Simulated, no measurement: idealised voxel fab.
Name of the process module below: voxel wiring stack
Cross-sectional view cut (width: 195 nm; square cell size: 5 nm).
This document writes a cross-section as a grid whose cells are square, and gives it as bands, listed from the top down; one or more rows of cells form a band. Heights first: top, then bottom, in nm. Then materials, left to right, each with a width in nm. "everywhere" on a single material: fills the band edge to edge. "air": empty space. Basically, 0 is our baseline, since under it the wafer straight out of the box is all one material. The bottom band has no lower end and keeps on going down, so it looks like "z 0 and below". With a width like "30..40", each row of cells in the band differs from the next by the same amount, the top row carrying the first number and the bottom row the second. What does "no alterations made" mean for a step? It means no cell of the cross-section changed in that step. "Closed internal cavities" specifies each empty space that is not open to the top and that occupies no fewer than 8 cells, using the form width x height at distance, the distance measured from the left edge and all three quantities in nm. Text after the settings on a step's line: the simulator's own remark on that step. "overlay nm" answers the question of how far to the right of plan the mask lay on a step that has a mask, and when it is negative the answer is to the left.

-- Process steps - plan
1. RECEIVE | material Si
2. CONFORMAL_DEP | material SiO2 | thk nm 10
3. CONFORMAL_DEP | material SiCN | thk nm 5
4. DIRECTIONAL_DEP | material SiO2 | thk nm 15
5. PATTERN | tone open | mask id METAL_1 | material resist | width nm 25 | pitch nm 55 | thk nm 15 | overlay nm 0
6. DIRECTIONAL_ETCH | etch materials SiO2 | depth nm 15
7. DIRECTIONAL_ETCH | etch materials SiCN | depth nm 5
8. STRIP | etch materials resist
9. CONFORMAL_DEP | material TiN | thk nm 5
10. FILL_DEP | material W | thk nm 5
11. CMP | height nm 30
12. CONFORMAL_DEP | material SiCN | thk nm 5
13. DIRECTIONAL_DEP | material lowk | thk nm 15
14. PATTERN | tone open | mask id PLUG_1 | material resist | width nm 15 | pitch nm 55 | thk nm 15 | overlay nm 0
15. DIRECTIONAL_ETCH | etch materials lowk | depth nm 15
16. DIRECTIONAL_ETCH | etch materials SiCN | depth nm 5
17. STRIP | etch materials resist
18. CONFORMAL_DEP | material TiN | thk nm 5
19. FILL_DEP | material Ru | thk nm 10
20. CMP | height nm 50
21. DIRECTIONAL_DEP | material TiN | thk nm 5
22. DIRECTIONAL_DEP | material W | thk nm 15
23. DIRECTIONAL_DEP | material aC | thk nm 10
24. PATTERN | tone cover | mask id METAL_2 | material resist | width nm 25 | pitch nm 55 | thk nm 25 | overlay nm 0
25. DIRECTIONAL_ETCH | etch materials aC | depth nm 10
26. STRIP | etch materials resist
27. DIRECTIONAL_ETCH | etch materials W | depth nm 15
28. DIRECTIONAL_ETCH | etch materials TiN | depth nm 5
29. STRIP | etch materials aC
30. CONFORMAL_DEP | material SiN | thk nm 5
31. FILL_DEP | material SiO2 | thk nm 5
32. CMP | height nm 70
33. CONFORMAL_DEP | material SiCN | thk nm 5
34. DIRECTIONAL_DEP | material lowk | thk nm 25
35. MASKED_ETCH | tone open | mask id METAL_3_HOLES | width nm 15 | etch materials lowk | depth nm 25 | overlay nm 0
36. PATTERN | tone open | mask id METAL_3 | material resist | width nm 25 | pitch nm 55 | thk nm 20 | overlay nm 0
37. DIRECTIONAL_ETCH | etch materials lowk | depth nm 15
38. DIRECTIONAL_ETCH | etch materials SiCN | depth nm 5
39. STRIP | etch materials resist
40. CONFORMAL_DEP | material TiN | thk nm 5
41. FILL_DEP | material Cu | thk nm 10
42. CMP | height nm 100
43. CONFORMAL_DEP | material SiCN | thk nm 5

-- This is the cross-section of the wafer as we received it, i.e. after step 1
z 0 and below: Si everywhere
Closed internal cavities: none

-- The plan above was carried out on the starting structure above with one mistake, and this cross-section shows the wafer at the end of the module
z 105 to 100: SiCN everywhere
z 100 to 90: 55 of lowk, 5 of TiN, 15 of Cu, 5 of TiN, 30 of lowk, 5 of TiN, 15 of Cu, 5 of TiN, 60 of lowk
z 90 to 85: 55 of lowk, 5 of TiN, 5 of Cu, 15 of TiN, 30 of lowk, 25 of TiN, 60 of lowk
z 85 to 75: 55 of lowk, 5 of TiN, 5 of Cu, 5 of TiN, 125 of lowk
z 75 to 70: 55 of SiCN, 15 of TiN, 125 of SiCN
z 70 to 65: 55 of SiN, 25 of TiN, 30 of SiN, 25 of TiN, 60 of SiN
z 65 to 50: W everywhere
z 50 to 35: 55 of lowk, 5 of TiN, 5 of Ru, 5 of TiN, 40 of lowk, 5 of TiN, 5 of Ru, 5 of TiN, 70 of lowk
z 35 to 30: 55 of SiCN, 15 of TiN, 40 of SiCN, 15 of TiN, 70 of SiCN
z 30 to 15: 55 of SiO2, 5 of TiN, 15 of W, 5 of TiN, 30 of SiO2, 5 of TiN, 15 of W, 5 of TiN, 60 of SiO2
z 15 to 10: 55 of SiCN, 25 of TiN, 30 of SiCN, 25 of TiN, 60 of SiCN
z 10 to 0: SiO2 everywhere
z 0 and below: Si everywhere
Closed internal cavities: none
Which mistake was made when the wafer was run? mixed up steps 21 and 22 - ran each in the other's place
